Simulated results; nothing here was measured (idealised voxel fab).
Process module name: voxel tone inversion
In the cross-section labelled cut, the width is 275 nm and each square cell is 5 nm.
Cross-section = grid of square cells, listed top down in bands; band = one or more rows.
Band: top and bottom heights (nm) first, top before bottom; then materials from left to right, widths in nm. "all across" marks a sole material filling the band edge to edge. "empty" denotes empty space.
We count height from 0. Below that, the starting wafer is all one material. The lowest band never ends at the bottom but goes on down; see "from 0 down" for how that is written.
Think of "30 to 40" as a width that walks from the first number to the second as you go down the band, top row to bottom row, taking equal-sized steps from row to row.
Basically "nothing got changed" means that step didn't change any cell in the cross-section.
"Enclosed void inventory" contains a list of empty spaces, each no smaller than 8 cells and without an open way to the top, written in the form width x height at distance with the distance from the left edge and all three in nm.
Past the settings on a step's line: simulator remark, on that step.
The line of a step may include "overlay nm". On a step with a mask, this value is how far to the right of its planned place the mask lay. A negative value means the mask lay to the left.
THESE ARE THE STEPS WE PLANNED FOR THE PROCESS
1. op RECEIVE | material Si
2. op CONFORMAL_DEP | material SiN | thk nm 10
3. op DIRECTIONAL_DEP | material polySi | thk nm 20
4. op PATTERN | tone cover | mask id POSTS | material resist | width nm 25 | pitch nm 40 | thk nm 30 | overlay nm 0
5. op DIRECTIONAL_ETCH | etch materials polySi | depth nm 20
6. op STRIP | etch materials resist
7. op FILL_DEP | material lowk | thk nm 5
8. op CMP | height nm 30
9. op STRIP | etch materials polySi
FIRST WAFER OF TWO (RUN AS PLANNED)
CROSS-SECTIONAL VIEW OF THE WAFER IN ITS AS-RECEIVED CONDITION, CORRESPONDING TO THE STATE AFTER STEP 1
	from 0 down = Si all across
	Enclosed void inventory: none
WAFER XSEC, POST STEP 2
	from 10 to 0 = SiN all across
	Everything under 0 stays put, no change at all.
WAFER XSEC, POST STEP 3
	from 30 to 10 = polySi all across
	Everything under 10 stays put, no change at all.
WAFER XSEC, POST STEP 4
	from 60 to 30 = 85 nm empty / 25 nm resist / 15 nm empty / 25 nm resist / 15 nm empty / 25 nm resist / 85 nm empty
	Everything under 30 stays put, no change at all.
WAFER XSEC, POST STEP 5
	from 60 to 30 = 85 nm empty / 25 nm resist / 15 nm empty / 25 nm resist / 15 nm empty / 25 nm resist / 85 nm empty
	from 30 to 10 = 85 nm empty / 25 nm polySi / 15 nm empty / 25 nm polySi / 15 nm empty / 25 nm polySi / 85 nm empty
	Everything under 10 stays put, no change at all.
WAFER XSEC, POST STEP 6
	from 30 to 10 = 85 nm empty / 25 nm polySi / 15 nm empty / 25 nm polySi / 15 nm empty / 25 nm polySi / 85 nm empty
	Everything under 10 stays put, no change at all.
WAFER XSEC, POST STEP 7
	from 35 to 30 = lowk all across
	from 30 to 10 = 85 nm lowk / 25 nm polySi / 15 nm lowk / 25 nm polySi / 15 nm lowk / 25 nm polySi / 85 nm lowk
	Everything under 10 stays put, no change at all.
WAFER XSEC, POST STEP 8
	from 30 to 10 = 85 nm lowk / 25 nm polySi / 15 nm lowk / 25 nm polySi / 15 nm lowk / 25 nm polySi / 85 nm lowk
	Everything under 10 stays put, no change at all.
WAFER XSEC, POST STEP 9
	from 30 to 10 = 85 nm lowk / 25 nm empty / 15 nm lowk / 25 nm empty / 15 nm lowk / 25 nm empty / 85 nm lowk
	Everything under 10 stays put, no change at all.
NOW THE OTHER WAFER: SAME START, SAME RECIPE, BUT WE MESSED UP ONE THING WHEN RUNNING IT. UP TO AND INCLUDING STEP 3 IT'S THE SAME AS THE FIRST ONE
CROSS-SECTION OF THE SECOND WAFER AT THE TIME STEP 4 OF THE PLAN SHOULD HAVE ENDED
	from 60 to 30 = 90 nm empty / 15 nm resist / 25 nm empty / 15 nm resist / 25 nm empty / 15 nm resist / 90 nm empty
	Everything under 30 stays put, no change at all.
CROSS-SECTION OF THE SECOND WAFER AT THE TIME STEP 5 OF THE PLAN SHOULD HAVE ENDED
	from 60 to 30 = 90 nm empty / 15 nm resist / 25 nm empty / 15 nm resist / 25 nm empty / 15 nm resist / 90 nm empty
	from 30 to 10 = 90 nm empty / 15 nm polySi / 25 nm empty / 15 nm polySi / 25 nm empty / 15 nm polySi / 90 nm empty
	Everything under 10 stays put, no change at all.
CROSS-SECTION OF THE SECOND WAFER AT THE TIME STEP 6 OF THE PLAN SHOULD HAVE ENDED
	from 30 to 10 = 90 nm empty / 15 nm polySi / 25 nm empty / 15 nm polySi / 25 nm empty / 15 nm polySi / 90 nm empty
	Everything under 10 stays put, no change at all.
CROSS-SECTION OF THE SECOND WAFER AT THE TIME STEP 7 OF THE PLAN SHOULD HAVE ENDED
	from 35 to 30 = lowk all across
	from 30 to 10 = 90 nm lowk / 15 nm polySi / 25 nm lowk / 15 nm polySi / 25 nm lowk / 15 nm polySi / 90 nm lowk
	Everything under 10 stays put, no change at all.
CROSS-SECTION OF THE SECOND WAFER AT THE TIME STEP 8 OF THE PLAN SHOULD HAVE ENDED
	from 30 to 10 = 90 nm lowk / 15 nm polySi / 25 nm lowk / 15 nm polySi / 25 nm lowk / 15 nm polySi / 90 nm lowk
	Everything under 10 stays put, no change at all.
CROSS-SECTION OF THE SECOND WAFER AT THE TIME STEP 9 OF THE PLAN SHOULD HAVE ENDED
	from 30 to 10 = 90 nm lowk / 15 nm empty / 25 nm lowk / 15 nm empty / 25 nm lowk / 15 nm empty / 90 nm lowk
	Everything under 10 stays put, no change at all.
It is concluded that the wafer was processed incorrectly with respect to the plan, in that in deviation from the planned setting, step 4 was conducted as op PATTERN | tone cover | mask id POSTS | material resist | width nm 15 | pitch nm 40 | thk nm 30 | overlay nm 0
Per the end-of-run cell counts, the second wafer holds more or fewer of some materials than the first: +24 lowk
